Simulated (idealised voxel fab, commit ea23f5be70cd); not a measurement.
The following is a process module called voxel double patterning.
Square cells of 5 nm make up the cross-section cut, whose width is 220 nm.
Cross-section spec: square-cell grid; bands listed top down; each band is one or more rows. Heights first: top, then bottom, in nm. Then materials, left to right, each with a width in nm. "throughout" on a single material: fills the band edge to edge. "blank": empty space. Height datum 0, below which the as-received substrate wafer is one material. Lowest band open at the bottom, running downward: "top 0, no bottom". A width given as "30..40" starts at the first number in the band's top row and ends at the second number in its bottom row, shifting by an equal amount at every step from row to row. "no alteration" after a step means that no cell of the cross-section changed. Enclosed voids (no open way to top), threshold 8 cells or more, entry "Closed voids list", notation width x height at distance, distance from left edge, nm. If you see something after the settings on a step's line, that's the simulator's own remark about that step. overlay nm: on a step with a mask, how far right of its planned place the mask lay; negative means left.

## Process steps (planned)
1,RECEIVE: material Si
2,CONFORMAL_DEP: material SiO2, thk nm 5
3,DIRECTIONAL_DEP: material TiN, thk nm 10
4,DIRECTIONAL_DEP: material SiCN, thk nm 5
5,DIRECTIONAL_DEP: material aC, thk nm 10
6,PATTERN: tone open, mask id FIRST, material resist, width nm 15, pitch nm 50, thk nm 25, overlay nm 0
7,DIRECTIONAL_ETCH: etch materials aC, depth nm 10
8,STRIP: etch materials resist
9,DIRECTIONAL_ETCH: etch materials SiCN, depth nm 5
10,STRIP: etch materials aC
11,MASKED_ETCH: tone open, mask id SECOND, width nm 15, pitch nm 50, etch materials SiCN, depth nm 5, overlay nm 0
12,DIRECTIONAL_ETCH: etch materials TiN, depth nm 10
13,STRIP: etch materials SiCN

## Received-state cross-section, reflecting completion of step 1
> top 0, no bottom | Si throughout
> Closed voids list: none

## Cross-section, end of module. Start: as above. Plan: as above. Execution: one mistake
> top 15, bottom 10 | SiO2 throughout
> top 10, bottom 0 | TiN throughout
> top 0, no bottom | Si throughout
> Closed voids list: none
What went wrong in running the wafer? contrary to the plan, steps 2 and 3 were processed in exchanged order
